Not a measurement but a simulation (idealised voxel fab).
Name of the process module below: voxel released beams
Xsec cut, 215 nm wide, square cell size 5 nm.
Notation: cross-section as square-cell grid; stated in bands, top first, going down; one or more cell rows per band.
Band: top and bottom heights (nm) first, top before bottom; then materials from left to right, widths in nm. "everywhere" marks a sole material filling the band edge to edge. "air" denotes empty space.
Heights are measured from 0, the level below which the as-received wafer is all one material; the lowest band has no bottom and continues downward, written as in "z 0 and below".
The expression "30 to 40" gives the width at the extremes of the band, the first number at its top row of cells and the second at its bottom row, with the width changing by equal amounts from each row to the next in between.
When a step is marked "no modification", none of the cells in the cross-section changed during that step.
"Sealed voids" means: voids of 8 cells or more that are shut off from the top with no open way through. Written width x height at distance, distance from the left edge, in nm.
Where a step's line continues beyond its settings, the continuation is a remark by the simulator itself on that step.
The optional step-line setting "overlay nm" applies to steps with a mask and quantifies how far to the right of its planned location the mask lay, a negative value indicating leftward placement.
Plan
1. RECEIVE (material Si)
2. CONFORMAL_DEP (material SiN; thk nm 10)
3. DIRECTIONAL_DEP (material SiO2; thk nm 10)
4. DIRECTIONAL_DEP (material aC; thk nm 10)
5. PATTERN (tone open; mask id ANCHOR; material resist; width nm 40; thk nm 25; overlay nm 0)
6. DIRECTIONAL_ETCH (etch materials aC; depth nm 10)
7. STRIP (etch materials resist)
8. DIRECTIONAL_ETCH (etch materials SiO2; depth nm 10)
9. STRIP (etch materials aC)
10. CONFORMAL_DEP (material polySi; thk nm 15)
11. MASKED_ETCH (tone cover; mask id BEAM; width nm 100; etch materials polySi; depth nm 5; overlay nm 0)
12. STRIP (etch materials SiO2)
All wafers enter the flow in the same state. The depth nm at step 11 differs from wafer to wafer, and the plan gives the value for the first wafer.
First wafer as received, after step 1
- z 0 and below = Si everywhere
- Sealed voids: none
Basically each wafer gets a line in the table, showing it at the end of the module: material by material, the cells it gained (+) or lost (-) since we got it, then its closed voids
depth nm 5 | +86 SiN | +70 SiO2 | +118 polySi | Sealed voids: none
depth nm 10 | +86 SiN | +70 SiO2 | +95 polySi | Sealed voids: none
depth nm 15 | +86 SiN | +72 polySi | Sealed voids: none
depth nm 20 | +86 SiN | +72 polySi | Sealed voids: none
depth nm 25 | +86 SiN | +72 polySi | Sealed voids: none
depth nm 30 | +86 SiN | +72 polySi | Sealed voids: none
